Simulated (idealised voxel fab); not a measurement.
The following is a process module called voxel wiring stack.
270 nm wide, 5 nm square cells: that's cross-section cut.
When this document writes out a cross-section, it uses a grid of square cells and lists it as bands, beginning at the top and moving down, with a band standing for one or more rows of cells. Top height, bottom height, nm. Materials left to right, width each, nm. Single material + "throughout" = fills band edge to edge. "empty" = empty. Height 0 is the level under which the wafer as received is all one material. The lowest band goes on downwards, as in "0 -> down". The width entry "30->40" should be interpreted row by row: the top row of cells in the band takes the first number, the bottom row takes the second number, and the change between adjacent rows is uniform throughout. Take "no modifications" at face value: in the step it is given for, the cross-section changed in none of its cells. Reported under the label "Cavities, closed" are the empty spaces having no open way to the top and comprising 8 cells or more; the notation for each is width x height at distance, in which the distance is measured from the left edge and all three values are in nm. Heads up: the bit after the settings on a step's line is the simulator's remark on that step. When a step includes a mask, the "overlay nm" setting on its line states how far to the right of its planned place that mask lay, and negative values state how far to the left.

The planned process steps are enumerated hereunder
| 1 | RECEIVE [material Si] |
| 2 | CONFORMAL_DEP [material SiO2] [thk nm 10] |
| 3 | DIRECTIONAL_DEP [material TiN] [thk nm 5] |
| 4 | DIRECTIONAL_DEP [material W] [thk nm 25] |
| 5 | DIRECTIONAL_DEP [material aC] [thk nm 15] |
| 6 | PATTERN [tone cover] [mask id METAL_1] [material resist] [width nm 25] [pitch nm 45] [thk nm 30] [overlay nm 0] |
| 7 | DIRECTIONAL_ETCH [etch materials aC] [depth nm 15] |
| 8 | STRIP [etch materials resist] |
| 9 | DIRECTIONAL_ETCH [etch materials W] [depth nm 25] |
| 10 | DIRECTIONAL_ETCH [etch materials TiN] [depth nm 5] |
| 11 | STRIP [etch materials aC] |
| 12 | FILL_DEP [material lowk] [thk nm 10] |
| 13 | CMP [height nm 40] |
| 14 | CONFORMAL_DEP [material SiCN] [thk nm 5] |
| 15 | DIRECTIONAL_DEP [material SiO2] [thk nm 10] |
| 16 | DIRECTIONAL_DEP [material aC] [thk nm 10] |
| 17 | PATTERN [tone open] [mask id PLUG_1] [material resist] [width nm 15] [thk nm 25] [overlay nm 0] |
| 18 | DIRECTIONAL_ETCH [etch materials aC] [depth nm 10] |
| 19 | STRIP [etch materials resist] |
| 20 | DIRECTIONAL_ETCH [etch materials SiO2] [depth nm 10] |
| 21 | DIRECTIONAL_ETCH [etch materials SiCN] [depth nm 5] |
| 22 | STRIP [etch materials aC] |
| 23 | EPI [material Ru] [thk nm 10] |
| 24 | EPI [material Ru] [thk nm 5] |
| 25 | CONFORMAL_DEP [material SiN] [thk nm 5] |
| 26 | DIRECTIONAL_DEP [material lowk] [thk nm 25] |
| 27 | DIRECTIONAL_DEP [material aC] [thk nm 15] |
| 28 | PATTERN [tone open] [mask id METAL_2] [material resist] [width nm 25] [pitch nm 45] [thk nm 30] [overlay nm 0] |
| 29 | DIRECTIONAL_ETCH [etch materials aC] [depth nm 15] |
| 30 | STRIP [etch materials resist] |
| 31 | DIRECTIONAL_ETCH [etch materials lowk] [depth nm 25] |
| 32 | DIRECTIONAL_ETCH [etch materials SiN] [depth nm 5] |
| 33 | STRIP [etch materials aC] |
| 34 | CONFORMAL_DEP [material TiN] [thk nm 5] |
| 35 | FILL_DEP [material Ru] [thk nm 5] |
| 36 | CMP [height nm 85] |
| 37 | CONFORMAL_DEP [material SiN] [thk nm 5] |

Received-state cross-section, reflecting completion of step 1
> 0 -> down = Si throughout
> Cavities, closed: none

Post-module cross-section of the first of two wafers (run per plan)
> 90 -> 85 = SiN throughout
> 85 -> 60 = 100 lowk; 5 TiN; 15 Ru; 5 TiN; 20 lowk; 5 TiN; 15 Ru; 5 TiN; 100 lowk
> 60 -> 55 = 100 SiN; 25 TiN; 20 SiN; 25 TiN; 100 SiN
> 55 -> 45 = 100 SiO2; 15 Ru; 155 SiO2
> 45 -> 40 = 100 SiCN; 15 Ru; 155 SiCN
> 40 -> 15 = 100 lowk; 25 W; 20 lowk; 25 W; 100 lowk
> 15 -> 10 = 100 lowk; 25 TiN; 20 lowk; 25 TiN; 100 lowk
> 10 -> 0 = SiO2 throughout
> 0 -> down = Si throughout
> Cavities, closed: none

This is the second of the two wafers, cross-sectioned at the end of the module; it started exactly like the first and was given the same plan, but it was run with one mistake
> 90 -> 85 = SiCN throughout
> 85 -> 60 = 100 lowk; 5 TiN; 15 Ru; 5 TiN; 20 lowk; 5 TiN; 15 Ru; 5 TiN; 100 lowk
> 60 -> 55 = 100 SiN; 25 TiN; 20 SiN; 25 TiN; 100 SiN
> 55 -> 45 = 100 SiO2; 15 Ru; 155 SiO2
> 45 -> 40 = 100 SiCN; 15 Ru; 155 SiCN
> 40 -> 15 = 100 lowk; 25 W; 20 lowk; 25 W; 100 lowk
> 15 -> 10 = 100 lowk; 25 TiN; 20 lowk; 25 TiN; 100 lowk
> 10 -> 0 = SiO2 throughout
> 0 -> down = Si throughout
> Cavities, closed: none
The mistake made against the process plan was this: step 37 did not happen as planned, as run it was CONFORMAL_DEP [material SiCN] [thk nm 5]
Wrapping up, a cell-based count of both wafers puts the second over or under the first for these materials: 54 more of SiCN | 54 fewer of SiN
